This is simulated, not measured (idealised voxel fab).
The following process module bears the name voxel transistor to metal.
The cross-section on display is named cut; it measures 275 nm wide, and its cells are 5 nm squares.
Heads up, the way a cross-section reads in here is a grid of square cells, handed over as bands from the top down, with every band being one or more rows of cells. Top height, bottom height, nm. Materials left to right, width each, nm. Single material + "edge to edge" = fills band edge to edge. "air" = empty. Ref level 0: as-received wafer is one material below here. Bottom band extends down with no lower bound ("z 0 and below"). The notation "30->40" denotes a width that varies across the rows of cells in the band, beginning at the first number in the top row, finishing at the second number in the bottom row, and changing by an identical amount from each row to the next. For the purposes of this document, the phrase "left unchanged" attached to a step denotes that no cell within the cross-section was modified by that step. The entry titled "Closed void catalog" provides the empty spaces that have no open way to the top, restricted to those of 8 cells or more. Each is presented as width x height at distance, the distance being measured from the left edge, with all three in nm. Note: text after step settings on the step line = simulator remark on that step. What "overlay nm" on a step's line means: if the step has a mask, that mask lay this far to the right of its planned place, or, when the value is negative, to the left.
Here's what the planned process steps look like:
1: RECEIVE,material Si
2: CONFORMAL_DEP,material SiO2,thk nm 5
3: CONFORMAL_DEP,material SiN,thk nm 10
4: DIRECTIONAL_DEP,material aC,thk nm 10
5: PATTERN,tone cover,mask id ACTIVE,material resist,width nm 105,pitch nm 125,thk nm 30,overlay nm 0
6: DIRECTIONAL_ETCH,etch materials aC,depth nm 5
7: STRIP,etch materials resist
8: DIRECTIONAL_ETCH,etch materials SiN,depth nm 10
9: DIRECTIONAL_ETCH,etch materials SiO2,depth nm 5
10: DIRECTIONAL_ETCH,etch materials Si,depth nm 20
11: STRIP,etch materials aC
12: OXIDIZE,depth nm 5
13: FILL_DEP,material SiO2,thk nm 15
14: CMP,height nm 15
15: SELECTIVE_ETCH,etch materials SiO2,depth nm 10
16: STRIP,etch materials SiN
17: SELECTIVE_ETCH,etch materials SiO2,depth nm 5
18: OXIDIZE,depth nm 5
19: DIRECTIONAL_DEP,material polySi,thk nm 25
20: DIRECTIONAL_DEP,material SiCN,thk nm 15
21: PATTERN,tone cover,mask id GATE,material resist,width nm 25,pitch nm 125,thk nm 15,overlay nm 0
22: DIRECTIONAL_ETCH,etch materials SiCN,depth nm 25
23: DIRECTIONAL_ETCH,etch materials polySi,depth nm 35
24: STRIP,etch materials resist
25: CONFORMAL_DEP,material SiO2,thk nm 5
26: DIRECTIONAL_ETCH,etch materials SiO2,depth nm 5
27: CONFORMAL_DEP,material SiN,thk nm 10
28: DIRECTIONAL_ETCH,etch materials SiN,depth nm 10
29: DIRECTIONAL_ETCH,etch materials SiO2,depth nm 5
30: EPI,material SiGe,thk nm 5
31: FILL_DEP,material SiO2,thk nm 10
32: CMP,height nm 25
33: STRIP,etch materials polySi
34: SELECTIVE_ETCH,etch materials SiO2,depth nm 5
35: CONFORMAL_DEP,material HfO2,thk nm 5
36: CONFORMAL_DEP,material TiN,thk nm 5
37: FILL_DEP,material W,thk nm 5
38: CMP,height nm 20
39: DIRECTIONAL_DEP,material SiO2,thk nm 10
40: MASKED_ETCH,tone open,mask id CONTACT,width nm 15,etch materials SiO2,depth nm 30,overlay nm 0
41: CONFORMAL_DEP,material TiN,thk nm 5
42: FILL_DEP,material Ru,thk nm 5
43: CMP,height nm 30
44: DIRECTIONAL_DEP,material TiN,thk nm 5
45: DIRECTIONAL_DEP,material Ru,thk nm 25
46: PATTERN,tone cover,mask id METAL_1,material resist,width nm 15,thk nm 20,overlay nm 0
47: DIRECTIONAL_ETCH,etch materials Ru,depth nm 25
48: DIRECTIONAL_ETCH,etch materials TiN,depth nm 5
49: STRIP,etch materials resist
50: FILL_DEP,material lowk,thk nm 5
51: CMP,height nm 60
52: CONFORMAL_DEP,material SiN,thk nm 5
Wafer-to-wafer difference: depth nm, step 6. Common start. Plan = first wafer's value.
Here's the first of the wafers in cross-section, just as we got it, i.e. after step 1:
> z 0 and below: Si edge to edge
> Closed void catalog: none
Each wafer at the end: cells of each material gained (+) or lost (-) since it was received, then its closed voids:
depth nm 5 | +30 HfO2 | +80 Ru | -55 Si | +33 SiGe | +87 SiN | +178 SiO2 | +86 TiN | +18 W | +258 lowk | Closed void catalog: none
depth nm 10 | +30 HfO2 | +80 Ru | -123 Si | +20 SiGe | +87 SiN | +259 SiO2 | +86 TiN | +18 W | +258 lowk | Closed void catalog: none
depth nm 15 | +30 HfO2 | +80 Ru | -123 Si | +20 SiGe | +87 SiN | +259 SiO2 | +86 TiN | +18 W | +258 lowk | Closed void catalog: none
depth nm 20 | +30 HfO2 | +80 Ru | -123 Si | +20 SiGe | +87 SiN | +259 SiO2 | +86 TiN | +18 W | +258 lowk | Closed void catalog: none
depth nm 25 | +30 HfO2 | +80 Ru | -123 Si | +20 SiGe | +87 SiN | +259 SiO2 | +86 TiN | +18 W | +258 lowk | Closed void catalog: none
